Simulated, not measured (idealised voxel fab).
process module | voxel air gaps
cross-section cut | 230 nm wide | cells 5 nm
A cross-section is a grid of square cells, given in bands from the top down. A band is one or more rows of cells.
Each band's line starts with the height of the band's top and of its bottom, in nm. Then come its materials from left to right, each with its width in nm. One material with "throughout" fills the band from edge to edge. "air" is empty space.
Height 0 is the level under which the wafer as received is all one material. The lowest band goes on downwards, as in "0 down".
A width such as "30 to 40" changes by the same amount from each row of cells to the next, from the band's top row to its bottom row.
"no change" after a step means that no cell of the cross-section changed.
closed voids: empty space of 8 cells or more with no open way to the top, each as width x height at its distance from the left edge, in nm
after a step's settings: what the simulator itself notes on the step
overlay nm, on a step with a mask: how far to the right of its planned place the mask lay; to the left if negative
plan
1 op RECEIVE | material Si
2 op CONFORMAL_DEP | material SiO2 | thk nm 10
3 op CONFORMAL_DEP | material SiCN | thk nm 5
4 op DIRECTIONAL_DEP | material SiO2 | thk nm 35
5 op PATTERN | tone open | mask id LINES | material resist | width nm 15 | pitch nm 40 | thk nm 20 | overlay nm 0
6 op DIRECTIONAL_ETCH | etch materials SiO2 | depth nm 35
7 op STRIP | etch materials resist
8 op CONFORMAL_DEP | material TiN | thk nm 5
9 op FILL_DEP | material W | thk nm 5
10 op CMP | height nm 50
11 op EPI | material Ru | thk nm 10
12 op SELECTIVE_ETCH | etch materials SiO2 | depth nm 45
13 op CONFORMAL_DEP | material SiCN | thk nm 5
as received, after step 1
  0 down: Si throughout
  closed voids: none
a wafer at the end: this start, this plan, one mistake
  65 to 60: air 40 | SiCN 125 | air 65
  60 to 50: air 40 | SiCN 5 | Ru 35 | SiCN 5 | Ru 35 | SiCN 5 | Ru 35 | SiCN 5 | air 65
  50 to 45: air 40 | SiCN 15 | TiN 5 | W 5 | TiN 5 | SiCN 25 | TiN 5 | W 5 | TiN 5 | SiCN 25 | TiN 5 | W 5 | TiN 5 | SiCN 15 | air 65
  45 to 20: air 50 | SiCN 5 | TiN 5 | W 5 | TiN 5 | SiCN 5 | air 15 | SiCN 5 | TiN 5 | W 5 | TiN 5 | SiCN 5 | air 15 | SiCN 5 | TiN 5 | W 5 | TiN 5 | SiCN 5 | air 75
  20 to 15: SiCN 55 | TiN 15 | SiCN 25 | TiN 15 | SiCN 25 | TiN 15 | SiCN 80
  15 to 10: SiCN throughout
  10 to 0: SiO2 throughout
  0 down: Si throughout
  closed voids: 15 x 25 at 75; 15 x 25 at 115
what went wrong: step 5 ran as: op PATTERN | tone open | mask id LINES | material resist | width nm 15 | pitch nm 40 | thk nm 20 | overlay nm -10
